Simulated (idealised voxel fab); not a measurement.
The name of this process module is voxel released beams.
Shown is cross-section cut, with a width of 265 nm and square cells of size 5 nm.
Cross-sections here: square-cell grids, written as top-down lists of bands, a band being one or more rows of cells. Heights first: top, then bottom, in nm. Then materials, left to right, each with a width in nm. "full width" on a single material: fills the band edge to edge. "air": empty space. The level at which height equals 0 is the one under which the wafer, as it arrives, is entirely one material. No lower edge exists for the bottom band, which continues downward and is notated as in "0 down". The expression "30..40" gives the width at the extremes of the band, the first number at its top row of cells and the second at its bottom row, with the width changing by equal amounts from each row to the next in between. Where the words "nothing changed" appear for a step, the cross-section shows no cell changed by that step; every cell remained as before. "Trapped cavities" - sealed voids, min. 8 cells, no opening to top; format: width x height at distance (distance from left edge; nm throughout). Post-settings text on a step line: simulator's own remark regarding the step. overlay nm: mask right of planned place by this much (step with mask). Neg. = left.
So here's the lineup of process steps we planned
1 RECEIVE | material Si
2 CONFORMAL_DEP | material SiN | thk nm 5
3 DIRECTIONAL_DEP | material SiO2 | thk nm 20
4 DIRECTIONAL_DEP | material aC | thk nm 15
5 PATTERN | tone open | mask id ANCHOR | material resist | width nm 35 | thk nm 35 | overlay nm 0
6 DIRECTIONAL_ETCH | etch materials aC | depth nm 15
7 STRIP | etch materials resist
8 DIRECTIONAL_ETCH | etch materials SiO2 | depth nm 20
9 STRIP | etch materials aC
10 CONFORMAL_DEP | material W | thk nm 15
11 DIRECTIONAL_DEP | material aC | thk nm 10
12 PATTERN | tone cover | mask id BEAM | material resist | width nm 95 | thk nm 30 | overlay nm 0
13 DIRECTIONAL_ETCH | etch materials aC | depth nm 10
14 STRIP | etch materials resist
15 DIRECTIONAL_ETCH | etch materials W | depth nm 15
16 STRIP | etch materials aC
17 STRIP | etch materials SiO2
The width nm used in step 5 is not the same on every wafer, whereas the starting condition is; the value printed in the plan is the first wafer's.
Cross-section of the first of several received wafers, showing its state after step 1
> 0 down = Si full width
> Trapped cavities: none
End of the module, past its last step, step 17: how the first of several wafers looks in cross-section
> 40 to 25 = air 80 nm | W 25 nm | air 5 nm | W 65 nm | air 90 nm
> 25 to 20 = air 90 nm | W 15 nm | air 5 nm | W 15 nm | air 140 nm
> 20 to 5 = air 90 nm | W 35 nm | air 140 nm
> 5 to 0 = SiN full width
> 0 down = Si full width
> Trapped cavities: none
The final wafer, sectioned at module end
> 40 to 25 = air 80 nm | W 15 nm | air 30 nm | W 50 nm | air 90 nm
> 25 to 20 = air 80 nm | W 15 nm | air 30 nm | W 15 nm | air 125 nm
> 20 to 5 = air 80 nm | W 60 nm | air 125 nm
> 5 to 0 = SiN full width
> 0 down = Si full width
> Trapped cavities: none
What follows is a table in which each wafer occupies a row; for the wafer as it stands at the close of the module, the row states, material by material, how many cells have been gained (+) or lost (-) since receipt, and then gives its closed voids
width nm 35 | +53 SiN | +81 W | Trapped cavities: none
width nm 40 | +53 SiN | +81 W | Trapped cavities: none
width nm 45 | +53 SiN | +81 W | Trapped cavities: none
width nm 50 | +53 SiN | +81 W | Trapped cavities: none
width nm 55 | +53 SiN | +81 W | Trapped cavities: none
width nm 60 | +53 SiN | +81 W | Trapped cavities: none
